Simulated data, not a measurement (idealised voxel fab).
Process module under the name voxel air gaps
The cross-section on display is named cut; it measures 260 nm wide, and its cells are 5 nm squares.
Bands, listed from the top down, are how a cross-section gets written in this document; the cross-section itself is a grid of square cells, and a band is one or more rows of them.
In this notation a band is specified by the heights of its top and bottom, in that order and in nm, after which its materials appear from left to right, each paired with its width in nm. The word "full width" attached to a single material means that material fills the band from edge to edge; the word "blank" stands for empty space.
Measure heights from 0. That's the level where, below it, the as-received wafer is all one material. The lowest band is bottomless and extends downward; write it as in "top 0, no bottom".
Graded width ("30..40"): value in top row of band = first number; value in bottom row = second number; row-to-row change constant.
Given "identical to before" for a step, no cell of the cross-section differs between before and after that step.
The entry titled "Closed void list" provides the empty spaces that have no open way to the top, restricted to those of 8 cells or more. Each is presented as width x height at distance, the distance being measured from the left edge, with all three in nm.
Read whatever lies past the settings on a step's line as the simulator's own remark about the step.
You can add "overlay nm" to a step's line. For a step with a mask, it describes how far the mask lay to the right of its planned position, and a negative number describes a lay to the left.
Plan:
- 1: RECEIVE (material Si)
- 2: CONFORMAL_DEP (material SiO2; thk nm 10)
- 3: CONFORMAL_DEP (material SiCN; thk nm 5)
- 4: DIRECTIONAL_DEP (material SiO2; thk nm 35)
- 5: DIRECTIONAL_DEP (material aC; thk nm 15)
- 6: PATTERN (tone open; mask id LINES; material resist; width nm 25; pitch nm 50; thk nm 35; overlay nm 0)
- 7: DIRECTIONAL_ETCH (etch materials aC; depth nm 15)
- 8: STRIP (etch materials resist)
- 9: DIRECTIONAL_ETCH (etch materials SiO2; depth nm 35)
- 10: STRIP (etch materials aC)
- 11: CONFORMAL_DEP (material TiN; thk nm 5)
- 12: FILL_DEP (material W; thk nm 10)
- 13: CMP (height nm 50)
- 14: EPI (material Ru; thk nm 10)
- 15: SELECTIVE_ETCH (etch materials SiO2; depth nm 45)
- 16: CONFORMAL_DEP (material SiCN; thk nm 5)
First wafer out of two, processed as planned:
Wafer at receipt (post step 1), cross-section:
	top 0, no bottom: Si full width
	Closed void list: none
After step 2: wafer cross-section:
	top 10, bottom 0: SiO2 full width
	For the remainder of the cross-section, below 0, there is no change.
After step 3: wafer cross-section:
	top 15, bottom 10: SiCN full width
	For the remainder of the cross-section, below 10, there is no change.
After step 4: wafer cross-section:
	top 50, bottom 15: SiO2 full width
	For the remainder of the cross-section, below 15, there is no change.
After step 5: wafer cross-section:
	top 65, bottom 50: aC full width
	For the remainder of the cross-section, below 50, there is no change.
After step 6: wafer cross-section:
	top 100, bottom 65: 40 nm resist, then 25 nm blank, then 25 nm resist, then 25 nm blank, then 25 nm resist, then 25 nm blank, then 25 nm resist, then 25 nm blank, then 45 nm resist
	For the remainder of the cross-section, below 65, there is no change.
After step 7: wafer cross-section:
	top 85, bottom 65: 40 nm resist, then 25 nm blank, then 25 nm resist, then 25 nm blank, then 25 nm resist, then 25 nm blank, then 25 nm resist, then 25 nm blank, then 45 nm resist
	top 65, bottom 50: 40 nm aC, then 25 nm blank, then 25 nm aC, then 25 nm blank, then 25 nm aC, then 25 nm blank, then 25 nm aC, then 25 nm blank, then 45 nm aC
	For the remainder of the cross-section, below 50, there is no change.
After step 8: wafer cross-section:
	top 65, bottom 50: 40 nm aC, then 25 nm blank, then 25 nm aC, then 25 nm blank, then 25 nm aC, then 25 nm blank, then 25 nm aC, then 25 nm blank, then 45 nm aC
	For the remainder of the cross-section, below 50, there is no change.
After step 9: wafer cross-section:
	top 65, bottom 50: 40 nm aC, then 25 nm blank, then 25 nm aC, then 25 nm blank, then 25 nm aC, then 25 nm blank, then 25 nm aC, then 25 nm blank, then 45 nm aC
	top 50, bottom 15: 40 nm SiO2, then 25 nm blank, then 25 nm SiO2, then 25 nm blank, then 25 nm SiO2, then 25 nm blank, then 25 nm SiO2, then 25 nm blank, then 45 nm SiO2
	For the remainder of the cross-section, below 15, there is no change.
After step 10: wafer cross-section:
	top 50, bottom 15: 40 nm SiO2, then 25 nm blank, then 25 nm SiO2, then 25 nm blank, then 25 nm SiO2, then 25 nm blank, then 25 nm SiO2, then 25 nm blank, then 45 nm SiO2
	For the remainder of the cross-section, below 15, there is no change.
After step 11: wafer cross-section:
	top 55, bottom 50: 45 nm TiN, then 15 nm blank, then 35 nm TiN, then 15 nm blank, then 35 nm TiN, then 15 nm blank, then 35 nm TiN, then 15 nm blank, then 50 nm TiN
	top 50, bottom 20: 40 nm SiO2, then 5 nm TiN, then 15 nm blank, then 5 nm TiN, then 25 nm SiO2, then 5 nm TiN, then 15 nm blank, then 5 nm TiN, then 25 nm SiO2, then 5 nm TiN, then 15 nm blank, then 5 nm TiN, then 25 nm SiO2, then 5 nm TiN, then 15 nm blank, then 5 nm TiN, then 45 nm SiO2
	top 20, bottom 15: 40 nm SiO2, then 25 nm TiN, then 25 nm SiO2, then 25 nm TiN, then 25 nm SiO2, then 25 nm TiN, then 25 nm SiO2, then 25 nm TiN, then 45 nm SiO2
	For the remainder of the cross-section, below 15, there is no change.
After step 12: wafer cross-section:
	top 65, bottom 55: W full width
	top 55, bottom 50: 45 nm TiN, then 15 nm W, then 35 nm TiN, then 15 nm W, then 35 nm TiN, then 15 nm W, then 35 nm TiN, then 15 nm W, then 50 nm TiN
	top 50, bottom 20: 40 nm SiO2, then 5 nm TiN, then 15 nm W, then 5 nm TiN, then 25 nm SiO2, then 5 nm TiN, then 15 nm W, then 5 nm TiN, then 25 nm SiO2, then 5 nm TiN, then 15 nm W, then 5 nm TiN, then 25 nm SiO2, then 5 nm TiN, then 15 nm W, then 5 nm TiN, then 45 nm SiO2
	For the remainder of the cross-section, below 20, there is no change.
After step 13: wafer cross-section:
	top 50, bottom 20: 40 nm SiO2, then 5 nm TiN, then 15 nm W, then 5 nm TiN, then 25 nm SiO2, then 5 nm TiN, then 15 nm W, then 5 nm TiN, then 25 nm SiO2, then 5 nm TiN, then 15 nm W, then 5 nm TiN, then 25 nm SiO2, then 5 nm TiN, then 15 nm W, then 5 nm TiN, then 45 nm SiO2
	For the remainder of the cross-section, below 20, there is no change.
After step 14: wafer cross-section:
	top 60, bottom 50: 30 nm blank, then 45 nm Ru, then 5 nm blank, then 45 nm Ru, then 5 nm blank, then 45 nm Ru, then 5 nm blank, then 45 nm Ru, then 35 nm blank
	For the remainder of the cross-section, below 50, there is no change.
After step 15: wafer cross-section:
	top 60, bottom 50: 30 nm blank, then 45 nm Ru, then 5 nm blank, then 45 nm Ru, then 5 nm blank, then 45 nm Ru, then 5 nm blank, then 45 nm Ru, then 35 nm blank
	top 50, bottom 20: 40 nm blank, then 5 nm TiN, then 15 nm W, then 5 nm TiN, then 25 nm blank, then 5 nm TiN, then 15 nm W, then 5 nm TiN, then 25 nm blank, then 5 nm TiN, then 15 nm W, then 5 nm TiN, then 25 nm blank, then 5 nm TiN, then 15 nm W, then 5 nm TiN, then 45 nm blank
	top 20, bottom 15: 40 nm blank, then 25 nm TiN, then 25 nm blank, then 25 nm TiN, then 25 nm blank, then 25 nm TiN, then 25 nm blank, then 25 nm TiN, then 45 nm blank
	For the remainder of the cross-section, below 15, there is no change.
After step 16: wafer cross-section:
	top 65, bottom 60: 25 nm blank, then 205 nm SiCN, then 30 nm blank
	top 60, bottom 50: 25 nm blank, then 5 nm SiCN, then 45 nm Ru, then 5 nm SiCN, then 45 nm Ru, then 5 nm SiCN, then 45 nm Ru, then 5 nm SiCN, then 45 nm Ru, then 5 nm SiCN, then 30 nm blank
	top 50, bottom 45: 25 nm blank, then 15 nm SiCN, then 5 nm TiN, then 15 nm W, then 5 nm TiN, then 25 nm SiCN, then 5 nm TiN, then 15 nm W, then 5 nm TiN, then 25 nm SiCN, then 5 nm TiN, then 15 nm W, then 5 nm TiN, then 25 nm SiCN, then 5 nm TiN, then 15 nm W, then 5 nm TiN, then 15 nm SiCN, then 30 nm blank
	top 45, bottom 20: 35 nm blank, then 5 nm SiCN, then 5 nm TiN, then 15 nm W, then 5 nm TiN, then 5 nm SiCN, then 15 nm blank, then 5 nm SiCN, then 5 nm TiN, then 15 nm W, then 5 nm TiN, then 5 nm SiCN, then 15 nm blank, then 5 nm SiCN, then 5 nm TiN, then 15 nm W, then 5 nm TiN, then 5 nm SiCN, then 15 nm blank, then 5 nm SiCN, then 5 nm TiN, then 15 nm W, then 5 nm TiN, then 5 nm SiCN, then 40 nm blank
	top 20, bottom 15: 40 nm SiCN, then 25 nm TiN, then 25 nm SiCN, then 25 nm TiN, then 25 nm SiCN, then 25 nm TiN, then 25 nm SiCN, then 25 nm TiN, then 45 nm SiCN
	For the remainder of the cross-section, below 15, there is no change.
	Closed void list: 15 x 25 at 70; 15 x 25 at 120; 15 x 25 at 170
Second wafer: same start and same plan as the first, one execution error; identical to the first through step 13:
Second wafer, section view, time point: scheduled end of step 14:
	top 70, bottom 50: 20 nm blank, then 215 nm Ru, then 25 nm blank
	For the remainder of the cross-section, below 50, there is no change.
Second wafer, section view, time point: scheduled end of step 15:
	top 70, bottom 50: 20 nm blank, then 215 nm Ru, then 25 nm blank
	top 50, bottom 20: 40 nm blank, then 5 nm TiN, then 15 nm W, then 5 nm TiN, then 25 nm SiO2, then 5 nm TiN, then 15 nm W, then 5 nm TiN, then 25 nm SiO2, then 5 nm TiN, then 15 nm W, then 5 nm TiN, then 25 nm SiO2, then 5 nm TiN, then 15 nm W, then 5 nm TiN, then 45 nm blank
	top 20, bottom 15: 40 nm blank, then 25 nm TiN, then 25 nm SiO2, then 25 nm TiN, then 25 nm SiO2, then 25 nm TiN, then 25 nm SiO2, then 25 nm TiN, then 45 nm blank
	For the remainder of the cross-section, below 15, there is no change.
Second wafer, section view, time point: scheduled end of step 16:
	top 75, bottom 70: 15 nm blank, then 225 nm SiCN, then 20 nm blank
	top 70, bottom 50: 15 nm blank, then 5 nm SiCN, then 215 nm Ru, then 5 nm SiCN, then 20 nm blank
	top 50, bottom 45: 15 nm blank, then 25 nm SiCN, then 5 nm TiN, then 15 nm W, then 5 nm TiN, then 25 nm SiO2, then 5 nm TiN, then 15 nm W, then 5 nm TiN, then 25 nm SiO2, then 5 nm TiN, then 15 nm W, then 5 nm TiN, then 25 nm SiO2, then 5 nm TiN, then 15 nm W, then 5 nm TiN, then 25 nm SiCN, then 20 nm blank
	top 45, bottom 20: 35 nm blank, then 5 nm SiCN, then 5 nm TiN, then 15 nm W, then 5 nm TiN, then 25 nm SiO2, then 5 nm TiN, then 15 nm W, then 5 nm TiN, then 25 nm SiO2, then 5 nm TiN, then 15 nm W, then 5 nm TiN, then 25 nm SiO2, then 5 nm TiN, then 15 nm W, then 5 nm TiN, then 5 nm SiCN, then 40 nm blank
	top 20, bottom 15: 40 nm SiCN, then 25 nm TiN, then 25 nm SiO2, then 25 nm TiN, then 25 nm SiO2, then 25 nm TiN, then 25 nm SiO2, then 25 nm TiN, then 45 nm SiCN
	For the remainder of the cross-section, below 15, there is no change.
In executing the process, a mistake was made relative to the plan: execution of plan step 14 occurred twice
The closing comparison, in cells, has the second wafer with more or fewer of some materials than the first: 100 more of Ru | 54 fewer of SiCN | 105 more of SiO2
At process end, closed voids number 3 in the first wafer and 0 in the second wafer.
